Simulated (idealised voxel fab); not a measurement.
process module | voxel trench capacitor
cross-section cut | 190 nm wide | cells 5 nm
A cross-section is a grid of square cells, given in bands from the top down. A band is one or more rows of cells.
Each band's line starts with the height of the band's top and of its bottom, in nm. Then come its materials from left to right, each with its width in nm. One material with "throughout" fills the band from edge to edge. "air" is empty space.
Height 0 is the level under which the wafer as received is all one material. The lowest band goes on downwards, as in "0 down".
A width such as "30 to 40" changes by the same amount from each row of cells to the next, from the band's top row to its bottom row.
"no change" after a step means that no cell of the cross-section changed.
closed voids: empty space of 8 cells or more with no open way to the top, each as width x height at its distance from the left edge, in nm
after a step's settings: what the simulator itself notes on the step
overlay nm, on a step with a mask: how far to the right of its planned place the mask lay; to the left if negative
plan
1 op RECEIVE | material Si
2 op CONFORMAL_DEP | material SiN | thk nm 5
3 op PATTERN | tone open | mask id TRENCH | material resist | width nm 25 | pitch nm 55 | thk nm 20 | overlay nm 0
4 op DIRECTIONAL_ETCH | etch materials SiN | depth nm 5
5 op DIRECTIONAL_ETCH | etch materials Si | depth nm 35
6 op STRIP | etch materials resist
7 op CONFORMAL_DEP | material HfO2 | thk nm 5
8 op CONFORMAL_DEP | material TiN | thk nm 5
9 op FILL_DEP | material W | thk nm 5
10 op CMP | height nm 5
as received, after step 1
  0 down: Si throughout
  closed voids: none
first wafer at the end, as planned
  5 to 0: SiN 55 | HfO2 5 | TiN 5 | W 5 | TiN 5 | HfO2 5 | SiN 30 | HfO2 5 | TiN 5 | W 5 | TiN 5 | HfO2 5 | SiN 55
  0 to -25: Si 55 | HfO2 5 | TiN 5 | W 5 | TiN 5 | HfO2 5 | Si 30 | HfO2 5 | TiN 5 | W 5 | TiN 5 | HfO2 5 | Si 55
  -25 to -30: Si 55 | HfO2 5 | TiN 15 | HfO2 5 | Si 30 | HfO2 5 | TiN 15 | HfO2 5 | Si 55
  -30 to -35: Si 55 | HfO2 25 | Si 30 | HfO2 25 | Si 55
  -35 down: Si throughout
  closed voids: none
second wafer at the end: like start, like plan, one mistake
  5 to 0: SiN 50 | HfO2 5 | TiN 5 | W 5 | TiN 5 | HfO2 5 | SiN 30 | HfO2 5 | TiN 5 | W 5 | TiN 5 | HfO2 5 | SiN 60
  0 to -25: Si 50 | HfO2 5 | TiN 5 | W 5 | TiN 5 | HfO2 5 | Si 30 | HfO2 5 | TiN 5 | W 5 | TiN 5 | HfO2 5 | Si 60
  -25 to -30: Si 50 | HfO2 5 | TiN 15 | HfO2 5 | Si 30 | HfO2 5 | TiN 15 | HfO2 5 | Si 60
  -30 to -35: Si 50 | HfO2 25 | Si 30 | HfO2 25 | Si 60
  -35 down: Si throughout
  closed voids: none
what went wrong: step 3 ran as: op PATTERN | tone open | mask id TRENCH | material resist | width nm 25 | pitch nm 55 | thk nm 20 | overlay nm -5
at the end the second wafer has, in cells: as many of each material as the first, in other places
